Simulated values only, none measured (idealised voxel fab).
Documented hereafter: the process module known as voxel self aligned vias.
Xsec cut, 185 nm wide, square cell size 5 nm.
Think of the cross-section as a grid of square cells. We describe it in bands, top to bottom, and each band covers one or more rows of those cells. What a band's entry tells you: where the top is and where the bottom is, as heights in nm, and after that what lies inside, material by material from left to right, each with its width in nm. Empty space is written as the word "blank", and a single material marked with the word "throughout" occupies the band from edge to edge. All heights in this document are referenced to 0, defined as the level beneath which the wafer, as received, consists entirely of one material. The lowest band is not bounded below; it extends indefinitely downward and is written in the form "top 0, no bottom". Width spec "30..40" -> top row of cells at first value, bottom row at second value, equal per-row change in between. What does "nothing got changed" mean for a step? It means no cell of the cross-section changed in that step. Enclosed voids (no open way to top), threshold 8 cells or more, entry "Closed void table", notation width x height at distance, distance from left edge, nm. Heads up: the bit after the settings on a step's line is the simulator's remark on that step. "overlay nm" answers the question of how far to the right of plan the mask lay on a step that has a mask, and when it is negative the answer is to the left.

SET OUT BELOW ARE THE PLANNED STEPS OF THE PROCESS
| 1 | RECEIVE,material Si |
| 2 | CONFORMAL_DEP,material SiO2,thk nm 15 |
| 3 | CONFORMAL_DEP,material SiCN,thk nm 5 |
| 4 | DIRECTIONAL_DEP,material SiO2,thk nm 20 |
| 5 | DIRECTIONAL_DEP,material aC,thk nm 15 |
| 6 | PATTERN,tone open,mask id LINES,material resist,width nm 20,pitch nm 70,thk nm 35,overlay nm 0 |
| 7 | DIRECTIONAL_ETCH,etch materials aC,depth nm 15 |
| 8 | STRIP,etch materials resist |
| 9 | DIRECTIONAL_ETCH,etch materials SiO2,depth nm 20 |
| 10 | STRIP,etch materials aC |
| 11 | CONFORMAL_DEP,material TiN,thk nm 5 |
| 12 | FILL_DEP,material W,thk nm 5 |
| 13 | CMP,height nm 40 |
| 14 | SELECTIVE_ETCH,etch materials W Ru TiN,depth nm 5 |
| 15 | FILL_DEP,material SiN,thk nm 5 |
| 16 | CMP,height nm 40 |
| 17 | DIRECTIONAL_DEP,material SiO2,thk nm 20 |
| 18 | DIRECTIONAL_DEP,material aC,thk nm 15 |
| 19 | PATTERN,tone open,mask id VIAS,material resist,width nm 40,thk nm 30,overlay nm 0 |
| 20 | DIRECTIONAL_ETCH,etch materials aC,depth nm 15 |
| 21 | STRIP,etch materials resist |
| 22 | DIRECTIONAL_ETCH,etch materials SiO2,depth nm 20 |
| 23 | DIRECTIONAL_ETCH,etch materials SiN,depth nm 5 |
| 24 | STRIP,etch materials aC |
| 25 | CONFORMAL_DEP,material TiN,thk nm 5 |
| 26 | FILL_DEP,material Cu,thk nm 5 |
| 27 | CMP,height nm 60 |
| 28 | CONFORMAL_DEP,material SiCN,thk nm 5 |

ACCOUNT OF THE FIRST OF TWO WAFERS, WHICH WAS PROCESSED AS INTENDED

DELIVERED WAFER IN CROSS-SECTION: STATE AFTER STEP 1
- top 0, no bottom = Si throughout
- Closed void table: none

STEP 2 COMPLETE: CROSS-SECTION THROUGH THE WAFER
- top 15, bottom 0 = SiO2 throughout
- below 0: unchanged

STEP 3 COMPLETE: CROSS-SECTION THROUGH THE WAFER
- top 20, bottom 15 = SiCN throughout
- below 15: unchanged

STEP 4 COMPLETE: CROSS-SECTION THROUGH THE WAFER
- top 40, bottom 20 = SiO2 throughout
- below 20: unchanged

STEP 5 COMPLETE: CROSS-SECTION THROUGH THE WAFER
- top 55, bottom 40 = aC throughout
- below 40: unchanged

STEP 6 COMPLETE: CROSS-SECTION THROUGH THE WAFER
- top 90, bottom 55 = 45 nm resist  20 nm blank  50 nm resist  20 nm blank  50 nm resist
- below 55: unchanged

STEP 7 COMPLETE: CROSS-SECTION THROUGH THE WAFER
- top 75, bottom 55 = 45 nm resist  20 nm blank  50 nm resist  20 nm blank  50 nm resist
- top 55, bottom 40 = 45 nm aC  20 nm blank  50 nm aC  20 nm blank  50 nm aC
- below 40: unchanged

STEP 8 COMPLETE: CROSS-SECTION THROUGH THE WAFER
- top 55, bottom 40 = 45 nm aC  20 nm blank  50 nm aC  20 nm blank  50 nm aC
- below 40: unchanged

STEP 9 COMPLETE: CROSS-SECTION THROUGH THE WAFER
- top 55, bottom 40 = 45 nm aC  20 nm blank  50 nm aC  20 nm blank  50 nm aC
- top 40, bottom 20 = 45 nm SiO2  20 nm blank  50 nm SiO2  20 nm blank  50 nm SiO2
- below 20: unchanged

STEP 10 COMPLETE: CROSS-SECTION THROUGH THE WAFER
- top 40, bottom 20 = 45 nm SiO2  20 nm blank  50 nm SiO2  20 nm blank  50 nm SiO2
- below 20: unchanged

STEP 11 COMPLETE: CROSS-SECTION THROUGH THE WAFER
- top 45, bottom 40 = 50 nm TiN  10 nm blank  60 nm TiN  10 nm blank  55 nm TiN
- top 40, bottom 25 = 45 nm SiO2  5 nm TiN  10 nm blank  5 nm TiN  50 nm SiO2  5 nm TiN  10 nm blank  5 nm TiN  50 nm SiO2
- top 25, bottom 20 = 45 nm SiO2  20 nm TiN  50 nm SiO2  20 nm TiN  50 nm SiO2
- below 20: unchanged

STEP 12 COMPLETE: CROSS-SECTION THROUGH THE WAFER
- top 50, bottom 45 = W throughout
- top 45, bottom 40 = 50 nm TiN  10 nm W  60 nm TiN  10 nm W  55 nm TiN
- top 40, bottom 25 = 45 nm SiO2  5 nm TiN  10 nm W  5 nm TiN  50 nm SiO2  5 nm TiN  10 nm W  5 nm TiN  50 nm SiO2
- below 25: unchanged

STEP 13 COMPLETE: CROSS-SECTION THROUGH THE WAFER
- top 40, bottom 25 = 45 nm SiO2  5 nm TiN  10 nm W  5 nm TiN  50 nm SiO2  5 nm TiN  10 nm W  5 nm TiN  50 nm SiO2
- below 25: unchanged

STEP 14 COMPLETE: CROSS-SECTION THROUGH THE WAFER
- top 40, bottom 35 = 45 nm SiO2  20 nm blank  50 nm SiO2  20 nm blank  50 nm SiO2
- below 35: unchanged

STEP 15 COMPLETE: CROSS-SECTION THROUGH THE WAFER
- top 45, bottom 40 = SiN throughout
- top 40, bottom 35 = 45 nm SiO2  20 nm SiN  50 nm SiO2  20 nm SiN  50 nm SiO2
- below 35: unchanged

STEP 16 COMPLETE: CROSS-SECTION THROUGH THE WAFER
- top 40, bottom 35 = 45 nm SiO2  20 nm SiN  50 nm SiO2  20 nm SiN  50 nm SiO2
- below 35: unchanged

STEP 17 COMPLETE: CROSS-SECTION THROUGH THE WAFER
- top 60, bottom 40 = SiO2 throughout
- below 40: unchanged

STEP 18 COMPLETE: CROSS-SECTION THROUGH THE WAFER
- top 75, bottom 60 = aC throughout
- below 60: unchanged

STEP 19 COMPLETE: CROSS-SECTION THROUGH THE WAFER
- top 105, bottom 75 = 35 nm resist  40 nm blank  110 nm resist
- below 75: unchanged

STEP 20 COMPLETE: CROSS-SECTION THROUGH THE WAFER
- top 90, bottom 75 = 35 nm resist  40 nm blank  110 nm resist
- top 75, bottom 60 = 35 nm aC  40 nm blank  110 nm aC
- below 60: unchanged

STEP 21 COMPLETE: CROSS-SECTION THROUGH THE WAFER
- top 75, bottom 60 = 35 nm aC  40 nm blank  110 nm aC
- below 60: unchanged

STEP 22 COMPLETE: CROSS-SECTION THROUGH THE WAFER
- top 75, bottom 60 = 35 nm aC  40 nm blank  110 nm aC
- top 60, bottom 40 = 35 nm SiO2  40 nm blank  110 nm SiO2
- below 40: unchanged

STEP 23 COMPLETE: CROSS-SECTION THROUGH THE WAFER
- top 75, bottom 60 = 35 nm aC  40 nm blank  110 nm aC
- top 60, bottom 40 = 35 nm SiO2  40 nm blank  110 nm SiO2
- top 40, bottom 35 = 45 nm SiO2  20 nm blank  50 nm SiO2  20 nm SiN  50 nm SiO2
- below 35: unchanged

STEP 24 COMPLETE: CROSS-SECTION THROUGH THE WAFER
- top 60, bottom 40 = 35 nm SiO2  40 nm blank  110 nm SiO2
- below 40: unchanged

STEP 25 COMPLETE: CROSS-SECTION THROUGH THE WAFER
- top 65, bottom 60 = 40 nm TiN  30 nm blank  115 nm TiN
- top 60, bottom 45 = 35 nm SiO2  5 nm TiN  30 nm blank  5 nm TiN  110 nm SiO2
- top 45, bottom 40 = 35 nm SiO2  15 nm TiN  10 nm blank  15 nm TiN  110 nm SiO2
- top 40, bottom 35 = 45 nm SiO2  20 nm TiN  50 nm SiO2  20 nm SiN  50 nm SiO2
- below 35: unchanged

STEP 26 COMPLETE: CROSS-SECTION THROUGH THE WAFER
- top 70, bottom 65 = Cu throughout
- top 65, bottom 60 = 40 nm TiN  30 nm Cu  115 nm TiN
- top 60, bottom 45 = 35 nm SiO2  5 nm TiN  30 nm Cu  5 nm TiN  110 nm SiO2
- top 45, bottom 40 = 35 nm SiO2  15 nm TiN  10 nm Cu  15 nm TiN  110 nm SiO2
- below 40: unchanged

STEP 27 COMPLETE: CROSS-SECTION THROUGH THE WAFER
- top 60, bottom 45 = 35 nm SiO2  5 nm TiN  30 nm Cu  5 nm TiN  110 nm SiO2
- below 45: unchanged

STEP 28 COMPLETE: CROSS-SECTION THROUGH THE WAFER
- top 65, bottom 60 = SiCN throughout
- below 60: unchanged

THE REMAINING WAFER, SECOND OF THE TWO, STARTED LIKE THE FIRST AND WAS RUN TO THE SAME PLAN, EXCEPT THAT ONE MISTAKE WAS MADE ALONG THE WAY; THE TWO COINCIDE THROUGH STEP 18, INCLUSIVE

SECOND WAFER, SECTIONED VIEW, AT STEP 19'S PLANNED END TIME
- top 105, bottom 75 = 35 nm blank  40 nm resist  110 nm blank
- below 75: unchanged

SECOND WAFER, SECTIONED VIEW, AT STEP 20'S PLANNED END TIME
- top 90, bottom 75 = 35 nm blank  40 nm resist  110 nm blank
- top 75, bottom 60 = 35 nm blank  40 nm aC  110 nm blank
- below 60: unchanged

SECOND WAFER, SECTIONED VIEW, AT STEP 21'S PLANNED END TIME
- top 75, bottom 60 = 35 nm blank  40 nm aC  110 nm blank
- below 60: unchanged

SECOND WAFER, SECTIONED VIEW, AT STEP 22'S PLANNED END TIME
- top 75, bottom 60 = 35 nm blank  40 nm aC  110 nm blank
- top 60, bottom 40 = 35 nm blank  40 nm SiO2  110 nm blank
- below 40: unchanged

SECOND WAFER, SECTIONED VIEW, AT STEP 23'S PLANNED END TIME
- top 75, bottom 60 = 35 nm blank  40 nm aC  110 nm blank
- top 60, bottom 40 = 35 nm blank  40 nm SiO2  110 nm blank
- top 40, bottom 35 = 45 nm SiO2  20 nm SiN  50 nm SiO2  20 nm blank  50 nm SiO2
- below 35: unchanged

SECOND WAFER, SECTIONED VIEW, AT STEP 24'S PLANNED END TIME
- top 60, bottom 40 = 35 nm blank  40 nm SiO2  110 nm blank
- below 40: unchanged

SECOND WAFER, SECTIONED VIEW, AT STEP 25'S PLANNED END TIME
- top 65, bottom 60 = 30 nm blank  50 nm TiN  105 nm blank
- top 60, bottom 45 = 30 nm blank  5 nm TiN  40 nm SiO2  5 nm TiN  105 nm blank
- top 45, bottom 40 = 35 nm TiN  40 nm SiO2  45 nm TiN  10 nm blank  55 nm TiN
- top 40, bottom 35 = 45 nm SiO2  20 nm SiN  50 nm SiO2  20 nm TiN  50 nm SiO2
- below 35: unchanged

SECOND WAFER, SECTIONED VIEW, AT STEP 26'S PLANNED END TIME
- top 70, bottom 65 = Cu throughout
- top 65, bottom 60 = 30 nm Cu  50 nm TiN  105 nm Cu
- top 60, bottom 45 = 30 nm Cu  5 nm TiN  40 nm SiO2  5 nm TiN  105 nm Cu
- top 45, bottom 40 = 35 nm TiN  40 nm SiO2  45 nm TiN  10 nm Cu  55 nm TiN
- below 40: unchanged

SECOND WAFER, SECTIONED VIEW, AT STEP 27'S PLANNED END TIME
- top 60, bottom 45 = 30 nm Cu  5 nm TiN  40 nm SiO2  5 nm TiN  105 nm Cu
- below 45: unchanged

SECOND WAFER, SECTIONED VIEW, AT STEP 28'S PLANNED END TIME
- top 65, bottom 60 = SiCN throughout
- below 60: unchanged
Plan not followed: contrary to plan, step 19 was performed as PATTERN,tone cover,mask id VIAS,material resist,width nm 40,thk nm 30,overlay nm 0
End check, counted in cells, second wafer has more or fewer of these materials than the first: +63 Cu, -84 SiO2, +21 TiN
